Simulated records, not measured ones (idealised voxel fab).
This section sets out a process module, namely voxel ribs on slabs.
The cross-section on display is named cut; it measures 255 nm wide, and its cells are 5 nm squares.
Think of the cross-section as a grid of square cells. We describe it in bands, top to bottom, and each band covers one or more rows of those cells. Band: top and bottom heights (nm) first, top before bottom; then materials from left to right, widths in nm. "full width" marks a sole material filling the band edge to edge. "air" denotes empty space. Height 0 is the level under which the wafer as received is all one material. The lowest band goes on downwards, as in "0 down". The expression "30 to 40" gives the width at the extremes of the band, the first number at its top row of cells and the second at its bottom row, with the width changing by equal amounts from each row to the next in between. The designation "no modification", where it is given for a processing step, indicates that no cell of the cross-section was altered in the course of that step. "Encapsulated voids": sealed empty spaces, 8 cells or more, no open way to top, listed width x height at distance, with distance from the left edge and width, height and distance in nm. On each step's line, the part that comes after the settings is the simulator's own comment on the step. overlay nm: for a step with a mask, the amount by which the mask lay right of where it was planned; a negative amount means left of it.

PROCESS STEPS FORESEEN IN THE PLAN
1 RECEIVE,material Si
2 DIRECTIONAL_DEP,material SiO2,thk nm 30
3 DIRECTIONAL_DEP,material polySi,thk nm 25
4 MASKED_ETCH,tone cover,mask id RIB,width nm 15,etch materials polySi,depth nm 5,overlay nm 0
5 MASKED_ETCH,tone cover,mask id SLAB,width nm 75,etch materials polySi,depth nm 20,overlay nm -15
6 FILL_DEP,material SiO2,thk nm 20
7 CMP,height nm 65
8 DIRECTIONAL_DEP,material TiN,thk nm 5
9 DIRECTIONAL_DEP,material aC,thk nm 15
10 PATTERN,tone cover,mask id HEATER,material resist,width nm 25,thk nm 30,overlay nm 0
11 DIRECTIONAL_ETCH,etch materials aC,depth nm 15
12 STRIP,etch materials resist
13 DIRECTIONAL_ETCH,etch materials TiN,depth nm 5
14 STRIP,etch materials aC
15 CONFORMAL_DEP,material SiO2,thk nm 10
What sets these wafers apart? The overlay nm at step 5. They all start alike, and the plan carries the first wafer's value.

AS-RECEIVED STATE AFTER STEP 1, FIRST OF SEVERAL WAFERS, CROSS-SECTION
    0 down = Si full width
    Encapsulated voids: none

ROWS = WAFERS. AT MODULE END, EACH ROW LISTS PER MATERIAL THE CELLS GAINED (+) OR LOST (-) SINCE THE WAFER WAS RECEIVED, THEN THE CLOSED VOIDS
overlay nm -15, +706 SiO2, +5 TiN, +63 polySi, Encapsulated voids: none
overlay nm -10, +706 SiO2, +5 TiN, +63 polySi, Encapsulated voids: none
overlay nm -5, +706 SiO2, +5 TiN, +63 polySi, Encapsulated voids: none
overlay nm 0, +706 SiO2, +5 TiN, +63 polySi, Encapsulated voids: none
overlay nm 5, +706 SiO2, +5 TiN, +63 polySi, Encapsulated voids: none
overlay nm 10, +706 SiO2, +5 TiN, +63 polySi, Encapsulated voids: none
overlay nm 15, +706 SiO2, +5 TiN, +63 polySi, Encapsulated voids: none
